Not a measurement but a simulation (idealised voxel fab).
Module name: voxel double patterning (process module)
We display cut, a cross-section 190 nm in width whose square cells are each 5 nm.
Heads up, the way a cross-section reads in here is a grid of square cells, handed over as bands from the top down, with every band being one or more rows of cells. Band: top and bottom heights (nm) first, top before bottom; then materials from left to right, widths in nm. "all across" marks a sole material filling the band edge to edge. "blank" denotes empty space. Height datum 0, below which the as-received substrate wafer is one material. Lowest band open at the bottom, running downward: "top 0, no bottom". Think of "30..40" as a width that walks from the first number to the second as you go down the band, top row to bottom row, taking equal-sized steps from row to row. It should be understood that the words "all unchanged", when stated for a given step, signify that the cross-section underwent no change in any of its cells during that step. "Closed cavity list": sealed empty spaces, 8 cells or more, no open way to top, listed width x height at distance, with distance from the left edge and width, height and distance in nm. It should be noted that, on the line of a given step, the content following the step's settings is a remark produced by the simulator itself with respect to that step. When a step includes a mask, the "overlay nm" setting on its line states how far to the right of its planned place that mask lay, and negative values state how far to the left.
**Process steps foreseen in the plan**
1) RECEIVE with material Si
2) CONFORMAL_DEP with material SiO2, thk nm 5
3) DIRECTIONAL_DEP with material TiN, thk nm 10
4) DIRECTIONAL_DEP with material SiN, thk nm 10
5) DIRECTIONAL_DEP with material aC, thk nm 15
6) PATTERN with tone open, mask id FIRST, material resist, width nm 15, pitch nm 50, thk nm 30, overlay nm 0
7) DIRECTIONAL_ETCH with etch materials aC, depth nm 15
8) STRIP with etch materials resist
9) DIRECTIONAL_ETCH with etch materials SiN, depth nm 10
10) STRIP with etch materials aC
11) DIRECTIONAL_DEP with material aC, thk nm 15
12) PATTERN with tone open, mask id SECOND, material resist, width nm 15, thk nm 30, overlay nm 0
13) DIRECTIONAL_ETCH with etch materials aC, depth nm 15
14) STRIP with etch materials resist
15) DIRECTIONAL_ETCH with etch materials SiN, depth nm 10
16) STRIP with etch materials aC
17) DIRECTIONAL_ETCH with etch materials TiN, depth nm 10
18) STRIP with etch materials SiN
**What follows covers the first of two wafers; it ran as planned**
**Here's what the wafer looked like in cross-section when it arrived - that's after step 1**
* top 0, no bottom  Si all across
* Closed cavity list: none
**You're looking at a cross-section of the wafer after step 2**
* top 5, bottom 0  SiO2 all across
* Under 0: no change, same as before.
**You're looking at a cross-section of the wafer after step 3**
* top 15, bottom 5  TiN all across
* Under 5: no change, same as before.
**You're looking at a cross-section of the wafer after step 4**
* top 25, bottom 15  SiN all across
* Under 15: no change, same as before.
**You're looking at a cross-section of the wafer after step 5**
* top 40, bottom 25  aC all across
* Under 25: no change, same as before.
**You're looking at a cross-section of the wafer after step 6**
* top 70, bottom 40  60 nm resist, then 15 nm blank, then 35 nm resist, then 15 nm blank, then 65 nm resist
* Under 40: no change, same as before.
**You're looking at a cross-section of the wafer after step 7**
* top 55, bottom 40  60 nm resist, then 15 nm blank, then 35 nm resist, then 15 nm blank, then 65 nm resist
* top 40, bottom 25  60 nm aC, then 15 nm blank, then 35 nm aC, then 15 nm blank, then 65 nm aC
* Under 25: no change, same as before.
**You're looking at a cross-section of the wafer after step 8**
* top 40, bottom 25  60 nm aC, then 15 nm blank, then 35 nm aC, then 15 nm blank, then 65 nm aC
* Under 25: no change, same as before.
**You're looking at a cross-section of the wafer after step 9**
* top 40, bottom 25  60 nm aC, then 15 nm blank, then 35 nm aC, then 15 nm blank, then 65 nm aC
* top 25, bottom 15  60 nm SiN, then 15 nm blank, then 35 nm SiN, then 15 nm blank, then 65 nm SiN
* Under 15: no change, same as before.
**You're looking at a cross-section of the wafer after step 10**
* top 25, bottom 15  60 nm SiN, then 15 nm blank, then 35 nm SiN, then 15 nm blank, then 65 nm SiN
* Under 15: no change, same as before.
**You're looking at a cross-section of the wafer after step 11**
* top 40, bottom 30  60 nm aC, then 15 nm blank, then 35 nm aC, then 15 nm blank, then 65 nm aC
* top 30, bottom 25  aC all across
* top 25, bottom 15  60 nm SiN, then 15 nm aC, then 35 nm SiN, then 15 nm aC, then 65 nm SiN
* Under 15: no change, same as before.
**You're looking at a cross-section of the wafer after step 12**
* top 70, bottom 40  85 nm resist, then 15 nm blank, then 90 nm resist
* top 40, bottom 30  60 nm aC, then 15 nm resist, then 35 nm aC, then 15 nm resist, then 65 nm aC
* Under 30: no change, same as before.
**You're looking at a cross-section of the wafer after step 13**
* top 55, bottom 40  85 nm resist, then 15 nm blank, then 90 nm resist
* top 40, bottom 30  60 nm aC, then 15 nm resist, then 10 nm aC, then 15 nm blank, then 10 nm aC, then 15 nm resist, then 65 nm aC
* top 30, bottom 25  85 nm aC, then 15 nm blank, then 90 nm aC
* Under 25: no change, same as before.
**You're looking at a cross-section of the wafer after step 14**
* top 40, bottom 30  60 nm aC, then 15 nm blank, then 10 nm aC, then 15 nm blank, then 10 nm aC, then 15 nm blank, then 65 nm aC
* Under 30: no change, same as before.
**You're looking at a cross-section of the wafer after step 15**
* top 40, bottom 30  60 nm aC, then 15 nm blank, then 10 nm aC, then 15 nm blank, then 10 nm aC, then 15 nm blank, then 65 nm aC
* top 30, bottom 25  85 nm aC, then 15 nm blank, then 90 nm aC
* top 25, bottom 15  60 nm SiN, then 15 nm aC, then 10 nm SiN, then 15 nm blank, then 10 nm SiN, then 15 nm aC, then 65 nm SiN
* Under 15: no change, same as before.
**You're looking at a cross-section of the wafer after step 16**
* top 25, bottom 15  60 nm SiN, then 15 nm blank, then 10 nm SiN, then 15 nm blank, then 10 nm SiN, then 15 nm blank, then 65 nm SiN
* Under 15: no change, same as before.
**You're looking at a cross-section of the wafer after step 17**
* top 25, bottom 15  60 nm SiN, then 15 nm blank, then 10 nm SiN, then 15 nm blank, then 10 nm SiN, then 15 nm blank, then 65 nm SiN
* top 15, bottom 5  60 nm TiN, then 15 nm blank, then 10 nm TiN, then 15 nm blank, then 10 nm TiN, then 15 nm blank, then 65 nm TiN
* Under 5: no change, same as before.
**You're looking at a cross-section of the wafer after step 18**
* top 15, bottom 5  60 nm TiN, then 15 nm blank, then 10 nm TiN, then 15 nm blank, then 10 nm TiN, then 15 nm blank, then 65 nm TiN
* Under 5: no change, same as before.
**Wafer two. Same start, same plan, one slip in execution. Same as wafer one through step 1, inclusive**
**Cross-section, second wafer, at the end time the plan gives for step 2**
* top 10, bottom 0  TiN all across
* Under 0: no change, same as before.
**Cross-section, second wafer, at the end time the plan gives for step 3**
* top 15, bottom 10  SiO2 all across
* Under 10: no change, same as before.
**Cross-section, second wafer, at the end time the plan gives for step 4**
* top 25, bottom 15  SiN all across
* Under 15: no change, same as before.
**Cross-section, second wafer, at the end time the plan gives for step 5**
* top 40, bottom 25  aC all across
* Under 25: no change, same as before.
**Cross-section, second wafer, at the end time the plan gives for step 6**
* top 70, bottom 40  60 nm resist, then 15 nm blank, then 35 nm resist, then 15 nm blank, then 65 nm resist
* Under 40: no change, same as before.
**Cross-section, second wafer, at the end time the plan gives for step 7**
* top 55, bottom 40  60 nm resist, then 15 nm blank, then 35 nm resist, then 15 nm blank, then 65 nm resist
* top 40, bottom 25  60 nm aC, then 15 nm blank, then 35 nm aC, then 15 nm blank, then 65 nm aC
* Under 25: no change, same as before.
**Cross-section, second wafer, at the end time the plan gives for step 8**
* top 40, bottom 25  60 nm aC, then 15 nm blank, then 35 nm aC, then 15 nm blank, then 65 nm aC
* Under 25: no change, same as before.
**Cross-section, second wafer, at the end time the plan gives for step 9**
* top 40, bottom 25  60 nm aC, then 15 nm blank, then 35 nm aC, then 15 nm blank, then 65 nm aC
* top 25, bottom 15  60 nm SiN, then 15 nm blank, then 35 nm SiN, then 15 nm blank, then 65 nm SiN
* Under 15: no change, same as before.
**Cross-section, second wafer, at the end time the plan gives for step 10**
* top 25, bottom 15  60 nm SiN, then 15 nm blank, then 35 nm SiN, then 15 nm blank, then 65 nm SiN
* Under 15: no change, same as before.
**Cross-section, second wafer, at the end time the plan gives for step 11**
* top 40, bottom 30  60 nm aC, then 15 nm blank, then 35 nm aC, then 15 nm blank, then 65 nm aC
* top 30, bottom 25  aC all across
* top 25, bottom 15  60 nm SiN, then 15 nm aC, then 35 nm SiN, then 15 nm aC, then 65 nm SiN
* Under 15: no change, same as before.
**Cross-section, second wafer, at the end time the plan gives for step 12**
* top 70, bottom 40  85 nm resist, then 15 nm blank, then 90 nm resist
* top 40, bottom 30  60 nm aC, then 15 nm resist, then 35 nm aC, then 15 nm resist, then 65 nm aC
* Under 30: no change, same as before.
**Cross-section, second wafer, at the end time the plan gives for step 13**
* top 55, bottom 40  85 nm resist, then 15 nm blank, then 90 nm resist
* top 40, bottom 30  60 nm aC, then 15 nm resist, then 10 nm aC, then 15 nm blank, then 10 nm aC, then 15 nm resist, then 65 nm aC
* top 30, bottom 25  85 nm aC, then 15 nm blank, then 90 nm aC
* Under 25: no change, same as before.
**Cross-section, second wafer, at the end time the plan gives for step 14**
* top 40, bottom 30  60 nm aC, then 15 nm blank, then 10 nm aC, then 15 nm blank, then 10 nm aC, then 15 nm blank, then 65 nm aC
* Under 30: no change, same as before.
**Cross-section, second wafer, at the end time the plan gives for step 15**
* top 40, bottom 30  60 nm aC, then 15 nm blank, then 10 nm aC, then 15 nm blank, then 10 nm aC, then 15 nm blank, then 65 nm aC
* top 30, bottom 25  85 nm aC, then 15 nm blank, then 90 nm aC
* top 25, bottom 15  60 nm SiN, then 15 nm aC, then 10 nm SiN, then 15 nm blank, then 10 nm SiN, then 15 nm aC, then 65 nm SiN
* Under 15: no change, same as before.
**Cross-section, second wafer, at the end time the plan gives for step 16**
* top 25, bottom 15  60 nm SiN, then 15 nm blank, then 10 nm SiN, then 15 nm blank, then 10 nm SiN, then 15 nm blank, then 65 nm SiN
* Under 15: no change, same as before.
Cross-section, second wafer, at the end time the plan gives for step 17: all unchanged
**Cross-section, second wafer, at the end time the plan gives for step 18**
* top 15, bottom 10  SiO2 all across
* Under 10: no change, same as before.
Which mistake was made when the wafer was run? the intended sequence of steps 2 and 3 was reversed during processing, with each occupying the position of the other
Final tally in cells, some materials are higher or lower on the second wafer than on the first: TiN +18
